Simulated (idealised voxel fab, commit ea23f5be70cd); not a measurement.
The following process module bears the name voxel self aligned vias.
It is cross-section cut that appears here, measuring 230 nm in width, its square cells being 5 nm in size.
In this document a cross-section is written as a grid of square cells. It is given as a series of bands, listed from the top down, and a band is one or more rows of cells.
The band entry comprises the height of the band's top followed by the height of its bottom, expressed in nm, and subsequently the band's materials from left to right, each stated together with its width in nm. Where a single material is marked with the word "edge to edge", that material fills the band from edge to edge. The word "empty" represents empty space.
Heights are reckoned from 0. Under this level, the received wafer is all of one material. The bottommost band is open-ended downward, for example "z 0 and below".
Think of "30->40" as a width that walks from the first number to the second as you go down the band, top row to bottom row, taking equal-sized steps from row to row.
"nothing changed" means the step left every cell of the cross-section as it was.
Closed-off voids of 8+ cells (no open route to the top) go in "Enclosed void catalog", written width x height at distance from the left edge, in nm.
On each step's line, the part that comes after the settings is the simulator's own comment on the step.
If you see "overlay nm" on a step's line and that step has a mask, it's telling you how far right of where it was planned the mask ended up; a negative number means it went left instead.

[So here's the lineup of process steps we planned]
1. RECEIVE, material Si
2. CONFORMAL_DEP, material SiO2, thk nm 10
3. CONFORMAL_DEP, material SiCN, thk nm 5
4. DIRECTIONAL_DEP, material SiO2, thk nm 30
5. DIRECTIONAL_DEP, material aC, thk nm 15
6. PATTERN, tone open, mask id LINES, material resist, width nm 25, pitch nm 55, thk nm 30, overlay nm 0
7. DIRECTIONAL_ETCH, etch materials aC, depth nm 15
8. STRIP, etch materials resist
9. DIRECTIONAL_ETCH, etch materials SiO2, depth nm 30
10. STRIP, etch materials aC
11. CONFORMAL_DEP, material TiN, thk nm 5
12. FILL_DEP, material W, thk nm 5
13. CMP, height nm 45
14. SELECTIVE_ETCH, etch materials W Ru TiN, depth nm 10
15. FILL_DEP, material SiN, thk nm 5
16. CMP, height nm 45
17. DIRECTIONAL_DEP, material SiO2, thk nm 15
18. DIRECTIONAL_DEP, material aC, thk nm 10
19. PATTERN, tone open, mask id VIAS, material resist, width nm 35, pitch nm 55, thk nm 25, overlay nm 0
20. DIRECTIONAL_ETCH, etch materials aC, depth nm 10
21. STRIP, etch materials resist
22. DIRECTIONAL_ETCH, etch materials SiO2, depth nm 15
23. DIRECTIONAL_ETCH, etch materials SiN, depth nm 10
24. STRIP, etch materials aC
25. CONFORMAL_DEP, material TiN, thk nm 5
26. FILL_DEP, material Ru, thk nm 5
27. CMP, height nm 60
28. CONFORMAL_DEP, material SiCN, thk nm 5

[Cross-section of the incoming wafer, state after step 1]
	z 0 and below  Si edge to edge
	Enclosed void catalog: none

[Module complete - cross-section of the first of two wafers, run according to plan]
	z 65 to 60  SiCN edge to edge
	z 60 to 50  40 nm SiO2  5 nm TiN  25 nm Ru  5 nm TiN  20 nm SiO2  5 nm TiN  25 nm Ru  5 nm TiN  20 nm SiO2  5 nm TiN  25 nm Ru  5 nm TiN  45 nm SiO2
	z 50 to 40  40->45 nm SiO2  10->5 nm TiN  15 nm Ru  10->5 nm TiN  20->30 nm SiO2  10->5 nm TiN  15 nm Ru  10->5 nm TiN  20->30 nm SiO2  10->5 nm TiN  15 nm Ru  10->5 nm TiN  45->50 nm SiO2
	z 40 to 35  45 nm SiO2  25 nm TiN  30 nm SiO2  25 nm TiN  30 nm SiO2  25 nm TiN  50 nm SiO2
	z 35 to 20  45 nm SiO2  5 nm TiN  15 nm W  5 nm TiN  30 nm SiO2  5 nm TiN  15 nm W  5 nm TiN  30 nm SiO2  5 nm TiN  15 nm W  5 nm TiN  50 nm SiO2
	z 20 to 15  45 nm SiO2  25 nm TiN  30 nm SiO2  25 nm TiN  30 nm SiO2  25 nm TiN  50 nm SiO2
	z 15 to 10  SiCN edge to edge
	z 10 to 0  SiO2 edge to edge
	z 0 and below  Si edge to edge
	Enclosed void catalog: none

[Cross-sectional view: second of two wafers, end of module; start and plan identical to the first, one mistake in running]
	z 65 to 60  SiCN edge to edge
	z 60 to 50  40 nm SiO2  5 nm TiN  25 nm Ru  5 nm TiN  20 nm SiO2  5 nm TiN  25 nm Ru  5 nm TiN  20 nm SiO2  5 nm TiN  25 nm Ru  5 nm TiN  45 nm SiO2
	z 50 to 40  40->45 nm SiO2  10->5 nm TiN  15 nm Ru  10->5 nm TiN  20->30 nm SiO2  10->5 nm TiN  15 nm Ru  10->5 nm TiN  20->30 nm SiO2  10->5 nm TiN  15 nm Ru  10->5 nm TiN  45->50 nm SiO2
	z 40 to 35  45 nm SiO2  25 nm TiN  30 nm SiO2  25 nm TiN  30 nm SiO2  25 nm TiN  50 nm SiO2
	z 35 to 20  45 nm SiO2  5 nm SiN  15 nm W  5 nm SiN  30 nm SiO2  5 nm SiN  15 nm W  5 nm SiN  30 nm SiO2  5 nm SiN  15 nm W  5 nm SiN  50 nm SiO2
	z 20 to 15  45 nm SiO2  25 nm SiN  30 nm SiO2  25 nm SiN  30 nm SiO2  25 nm SiN  50 nm SiO2
	z 15 to 10  SiCN edge to edge
	z 10 to 0  SiO2 edge to edge
	z 0 and below  Si edge to edge
	Enclosed void catalog: none
Finding, execution versus plan: step 11 deviated from plan and actually ran as CONFORMAL_DEP, material SiN, thk nm 5
Per the end-of-run cell counts, the second wafer holds more or fewer of some materials than the first: +33 SiN; -33 TiN
